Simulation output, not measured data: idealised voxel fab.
process module | voxel quadruple lines
cross-section cut | 225 nm wide | cells 5 nm
A cross-section is a grid of square cells, given in bands from the top down. A band is one or more rows of cells.
Each band's line starts with the height of the band's top and of its bottom, in nm. Then come its materials from left to right, each with its width in nm. One material with "throughout" fills the band from edge to edge. "air" is empty space.
Height 0 is the level under which the wafer as received is all one material. The lowest band goes on downwards, as in "0 down".
A width such as "30 to 40" changes by the same amount from each row of cells to the next, from the band's top row to its bottom row.
"no change" after a step means that no cell of the cross-section changed.
closed voids: empty space of 8 cells or more with no open way to the top, each as width x height at its distance from the left edge, in nm
after a step's settings: what the simulator itself notes on the step
overlay nm, on a step with a mask: how far to the right of its planned place the mask lay; to the left if negative
plan
1 op RECEIVE | material Si
2 op CONFORMAL_DEP | material SiO2 | thk nm 5
3 op DIRECTIONAL_DEP | material W | thk nm 10
4 op DIRECTIONAL_DEP | material polySi | thk nm 15
5 op DIRECTIONAL_DEP | material aC | thk nm 20
6 op PATTERN | tone cover | mask id MANDREL | material resist | width nm 20 | thk nm 30 | overlay nm 0
7 op DIRECTIONAL_ETCH | etch materials aC | depth nm 20
8 op STRIP | etch materials resist
9 op CONFORMAL_DEP | material SiO2 | thk nm 10
10 op DIRECTIONAL_ETCH | etch materials SiO2 | depth nm 10
11 op STRIP | etch materials aC
12 op DIRECTIONAL_ETCH | etch materials polySi | depth nm 15
13 op STRIP | etch materials SiO2
14 op CONFORMAL_DEP | material SiCN | thk nm 5
15 op DIRECTIONAL_ETCH | etch materials SiCN | depth nm 5
16 op STRIP | etch materials polySi
17 op DIRECTIONAL_ETCH | etch materials W | depth nm 10
18 op STRIP | etch materials SiCN
19 op FILL_DEP | material SiO2 | thk nm 10
20 op CMP | height nm 15
as received, after step 1
  0 down: Si throughout
  closed voids: none
a wafer at the end: this start, this plan, one mistake
  10 to 5: SiO2 85 | W 5 | SiO2 10 | W 5 | SiO2 10 | W 5 | SiO2 10 | W 5 | SiO2 90
  5 to 0: SiO2 throughout
  0 down: Si throughout
  closed voids: none
what went wrong: step 20 ran as: op CMP | height nm 10
